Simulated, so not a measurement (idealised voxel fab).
process module | voxel gate over fins
cross-section cut | 215 nm wide | cells 5 nm
A cross-section is a grid of square cells, given in bands from the top down. A band is one or more rows of cells.
Each band's line starts with the height of the band's top and of its bottom, in nm. Then come its materials from left to right, each with its width in nm. One material with "throughout" fills the band from edge to edge. "air" is empty space.
Height 0 is the level under which the wafer as received is all one material. The lowest band goes on downwards, as in "0 down".
A width such as "30 to 40" changes by the same amount from each row of cells to the next, from the band's top row to its bottom row.
"no change" after a step means that no cell of the cross-section changed.
closed voids: empty space of 8 cells or more with no open way to the top, each as width x height at its distance from the left edge, in nm
after a step's settings: what the simulator itself notes on the step
overlay nm, on a step with a mask: how far to the right of its planned place the mask lay; to the left if negative
plan
1 op RECEIVE | material Si
2 op CONFORMAL_DEP | material SiN | thk nm 10
3 op MASKED_ETCH | tone cover | mask id FINS | width nm 15 | pitch nm 40 | etch materials SiN | depth nm 10 | overlay nm -15
4 op MASKED_ETCH | tone cover | mask id FINS | width nm 15 | pitch nm 40 | etch materials Si | depth nm 35 | overlay nm 0
5 op OXIDIZE | depth nm 5
6 op FILL_DEP | material SiO2 | thk nm 5
7 op CMP | height nm 10
8 op SELECTIVE_ETCH | etch materials SiO2 | depth nm 20
9 op STRIP | etch materials SiN
10 op CONFORMAL_DEP | material HfO2 | thk nm 5
11 op CONFORMAL_DEP | material TiN | thk nm 5
12 op CONFORMAL_DEP | material TiAl | thk nm 5
13 op CONFORMAL_DEP | material TiN | thk nm 5
14 op FILL_DEP | material W | thk nm 10
15 op CMP | height nm 25
16 op CONFORMAL_DEP | material SiCN | thk nm 10
varied across the wafers: overlay nm of step 3. The plan shows the first wafer's value. All wafers start alike
first wafer as received, after step 1
  0 down: Si throughout
  closed voids: none
each wafer at the end: cells of each material gained (+) or lost (-) since it was received, then its closed voids
overlay nm -15 | +51 HfO2 | -286 Si | +86 SiCN | +210 SiO2 | +49 TiAl | +99 TiN | +92 W | closed voids: none
overlay nm -10 | +51 HfO2 | -300 Si | +86 SiCN | +222 SiO2 | +50 TiAl | +99 TiN | +93 W | closed voids: none
overlay nm -5 | +51 HfO2 | -314 Si | +86 SiCN | +234 SiO2 | +51 TiAl | +99 TiN | +94 W | closed voids: none
overlay nm 0 | +51 HfO2 | -328 Si | +86 SiCN | +246 SiO2 | +51 TiAl | +100 TiN | +95 W | closed voids: none
overlay nm 5 | +51 HfO2 | -314 Si | +86 SiCN | +234 SiO2 | +51 TiAl | +99 TiN | +94 W | closed voids: none
overlay nm 10 | +51 HfO2 | -300 Si | +86 SiCN | +222 SiO2 | +50 TiAl | +99 TiN | +93 W | closed voids: none
overlay nm 15 | +51 HfO2 | -286 Si | +86 SiCN | +210 SiO2 | +49 TiAl | +99 TiN | +92 W | closed voids: none
